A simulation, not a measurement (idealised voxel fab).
voxel transistor to metal: a process module
In the cross-section labelled cut, the width is 300 nm and each square cell is 5 nm.
Cross-section spec: square-cell grid; bands listed top down; each band is one or more rows. A band entry consists of two parts. The first gives the height of the band's top and the height of its bottom, in nm. The rest lists the band's materials from left to right, each with its width in nm. A single material labelled with the word "throughout" fills the band from edge to edge, and the word "air" marks empty space. Where do heights start? At 0: under that level the wafer as delivered is made of one material only. And the lowest band has no floor; it just carries on downward, as in "from 0 down". Width spec "30 to 40" -> top row of cells at first value, bottom row at second value, equal per-row change in between. Where a step carries "stayed the same", the cross-section came out of it unchanged, cell for cell. In "Closed void table" the enclosed voids are listed, meaning empty spaces of 8 cells or larger without any opening to the top. The form is width x height at distance, distance from the left edge, units nm. Anything after a step's settings on that line? It's the simulator's own note about the step. overlay nm, on a step with a mask: how far to the right of its planned place the mask lay; to the left if negative.
Process steps (planned)
1 RECEIVE [material Si]
2 OXIDIZE [depth nm 5]
3 CONFORMAL_DEP [material SiN] [thk nm 10]
4 MASKED_ETCH [tone cover] [mask id ACTIVE] [width nm 105] [pitch nm 130] [etch materials SiN] [depth nm 10] [overlay nm 0]
5 MASKED_ETCH [tone cover] [mask id ACTIVE] [width nm 105] [pitch nm 130] [etch materials SiO2] [depth nm 5] [overlay nm 0]
6 MASKED_ETCH [tone cover] [mask id ACTIVE] [width nm 105] [pitch nm 130] [etch materials Si] [depth nm 30] [overlay nm 0]
7 FILL_DEP [material SiO2] [thk nm 15]
8 CMP [height nm 10]
9 SELECTIVE_ETCH [etch materials SiO2] [depth nm 5]
10 STRIP [etch materials SiN]
11 SELECTIVE_ETCH [etch materials SiO2] [depth nm 5]
12 OXIDIZE [depth nm 5]
13 DIRECTIONAL_DEP [material polySi] [thk nm 30]
14 DIRECTIONAL_DEP [material SiCN] [thk nm 15]
15 MASKED_ETCH [tone cover] [mask id GATE] [width nm 15] [pitch nm 130] [etch materials SiCN] [depth nm 25] [overlay nm 0]
16 MASKED_ETCH [tone cover] [mask id GATE] [width nm 15] [pitch nm 130] [etch materials polySi] [depth nm 40] [overlay nm 0]
17 CONFORMAL_DEP [material SiN] [thk nm 10]
18 DIRECTIONAL_ETCH [etch materials SiN] [depth nm 10]
19 DIRECTIONAL_ETCH [etch materials SiO2] [depth nm 5]
20 EPI [material SiGe] [thk nm 5]
21 FILL_DEP [material SiO2] [thk nm 5]
22 CMP [height nm 40]
23 DIRECTIONAL_DEP [material SiO2] [thk nm 10]
24 DIRECTIONAL_DEP [material aC] [thk nm 10]
25 PATTERN [tone open] [mask id CONTACT] [material resist] [width nm 30] [thk nm 25] [overlay nm 0]
26 DIRECTIONAL_ETCH [etch materials aC] [depth nm 10]
27 STRIP [etch materials resist]
28 DIRECTIONAL_ETCH [etch materials SiO2] [depth nm 55]
29 STRIP [etch materials aC]
30 CONFORMAL_DEP [material TiN] [thk nm 5]
31 FILL_DEP [material W] [thk nm 5]
32 CMP [height nm 50]
33 CONFORMAL_DEP [material SiN] [thk nm 5]
34 DIRECTIONAL_DEP [material lowk] [thk nm 25]
35 DIRECTIONAL_DEP [material aC] [thk nm 15]
36 PATTERN [tone open] [mask id METAL_1] [material resist] [width nm 20] [pitch nm 65] [thk nm 35] [overlay nm 0]
37 DIRECTIONAL_ETCH [etch materials aC] [depth nm 15]
38 STRIP [etch materials resist]
39 DIRECTIONAL_ETCH [etch materials lowk] [depth nm 25]
40 DIRECTIONAL_ETCH [etch materials SiN] [depth nm 5]
41 STRIP [etch materials aC]
42 CONFORMAL_DEP [material TiN] [thk nm 5]
43 FILL_DEP [material Ru] [thk nm 10]
44 CMP [height nm 80]
45 EPI [material Ru] [thk nm 5]
46 FILL_DEP [material SiCN] [thk nm 5]
Wafer as received: cross-section following step 1
from 0 down: Si throughout
Closed void table: none
The first of two wafers, cross-sectioned at the end of the module, with the run proceeding as planned
from 90 to 85: SiCN throughout
from 85 to 80: SiCN=35 / Ru=30 / SiCN=35 / Ru=30 / SiCN=35 / Ru=30 / SiCN=35 / Ru=30 / SiCN=40
from 80 to 55: lowk=40 / TiN=5 / Ru=10 / TiN=5 / lowk=45 / TiN=5 / Ru=10 / TiN=5 / lowk=45 / TiN=5 / Ru=10 / TiN=5 / lowk=45 / TiN=5 / Ru=10 / TiN=5 / lowk=45
from 55 to 50: SiN=40 / TiN=20 / SiN=45 / TiN=20 / SiN=45 / TiN=20 / SiN=45 / TiN=20 / SiN=45
from 50 to 40: SiO2=40 / TiN=5 / W=20 to 15 / TiN=5 to 10 / SiO2=25 / TiN=5 to 10 / W=20 to 15 / TiN=5 / SiO2=45 / TiN=5 / W=20 to 15 / TiN=5 to 10 / SiO2=25 / TiN=5 to 10 / W=20 to 15 / TiN=5 / SiO2=45
from 40 to 25: SiO2=40 / TiN=5 / W=15 / TiN=5 / SiN=10 / SiCN=15 / SiN=10 / TiN=5 / W=15 / TiN=5 / SiO2=45 / TiN=5 / W=15 / TiN=5 / SiN=10 / SiCN=15 / SiN=10 / TiN=5 / W=15 / TiN=5 / SiO2=45
from 25 to 0: SiO2=40 / TiN=5 / W=15 / TiN=5 / SiN=10 / polySi=15 / SiN=10 / TiN=5 / W=15 / TiN=5 / SiO2=45 / TiN=5 / W=15 / TiN=5 / SiN=10 / polySi=15 / SiN=10 / TiN=5 / W=15 / TiN=5 / SiO2=45
from 0 to -5: SiO2=25 / SiN=10 / SiO2=5 / TiN=25 / SiN=10 / polySi=15 / SiN=10 / TiN=25 / SiO2=5 / SiN=10 / SiO2=15 / SiN=10 / SiO2=5 / TiN=25 / SiN=10 / polySi=15 / SiN=10 / TiN=25 / SiO2=5 / SiN=10 / SiO2=30
from -5 to -10: SiO2=35 / SiGe=30 / SiO2=35 / SiGe=30 / SiO2=35 / SiGe=30 / SiO2=35 / SiGe=30 / SiO2=40
from -10 to -35: SiO2=30 / Si=105 / SiO2=25 / Si=105 / SiO2=35
from -35 down: Si throughout
Closed void table: none
Here is the second of the two wafers cut open at the end of the module - same start, same plan as the first one, but we made one mistake running it
from 90 to 85: SiCN throughout
from 85 to 80: SiCN=35 / Ru=30 / SiCN=35 / Ru=30 / SiCN=35 / Ru=30 / SiCN=35 / Ru=30 / SiCN=40
from 80 to 55: lowk=40 / TiN=5 / Ru=10 / TiN=5 / lowk=45 / TiN=5 / Ru=10 / TiN=5 / lowk=45 / TiN=5 / Ru=10 / TiN=5 / lowk=45 / TiN=5 / Ru=10 / TiN=5 / lowk=45
from 55 to 50: SiN=40 / TiN=20 / SiN=45 / TiN=20 / SiN=45 / TiN=20 / SiN=45 / TiN=20 / SiN=45
from 50 to 40: SiO2=30 / TiN=5 / W=20 / TiN=5 / SiO2=25 / TiN=5 to 20 / W=20 to 5 / TiN=5 / SiO2=45 / TiN=5 / W=20 / TiN=5 / SiO2=25 / TiN=5 to 20 / W=20 to 5 / TiN=5 / SiO2=55
from 40 to 25: SiO2=30 / TiN=5 / W=20 / TiN=5 / SiO2=5 / SiN=10 / SiCN=15 / SiN=10 / TiN=5 / W=5 / TiN=5 / SiO2=45 / TiN=5 / W=20 / TiN=5 / SiO2=5 / SiN=10 / SiCN=15 / SiN=10 / TiN=5 / W=5 / TiN=5 / SiO2=55
from 25 to 5: SiO2=30 / TiN=5 / W=20 / TiN=5 / SiO2=5 / SiN=10 / polySi=15 / SiN=10 / TiN=5 / W=5 / TiN=5 / SiO2=45 / TiN=5 / W=20 / TiN=5 / SiO2=5 / SiN=10 / polySi=15 / SiN=10 / TiN=5 / W=5 / TiN=5 / SiO2=55
from 5 to 0: SiO2=30 / TiN=10 / W=15 / TiN=5 / SiO2=5 / SiN=10 / polySi=15 / SiN=10 / TiN=5 / W=5 / TiN=5 / SiO2=45 / TiN=10 / W=15 / TiN=5 / SiO2=5 / SiN=10 / polySi=15 / SiN=10 / TiN=5 / W=5 / TiN=5 / SiO2=55
from 0 to -5: SiO2=25 / SiN=10 / TiN=25 / SiO2=5 / SiN=10 / polySi=15 / SiN=10 / TiN=15 / SiO2=15 / SiN=10 / SiO2=15 / SiN=10 / TiN=25 / SiO2=5 / SiN=10 / polySi=15 / SiN=10 / TiN=15 / SiO2=15 / SiN=10 / SiO2=30
from -5 to -10: SiO2=35 / SiGe=30 / SiO2=35 / SiGe=30 / SiO2=35 / SiGe=30 / SiO2=35 / SiGe=30 / SiO2=40
from -10 to -35: SiO2=30 / Si=105 / SiO2=25 / Si=105 / SiO2=35
from -35 down: Si throughout
Closed void table: none
What broke from the plan during processing? step 25 went in with a setting other than planned; the actual run was PATTERN [tone open] [mask id CONTACT] [material resist] [width nm 30] [thk nm 25] [overlay nm -10]
Final comparison by cell count, materials where the second wafer has more or fewer than the first: SiO2: 20 more, W: 20 fewer
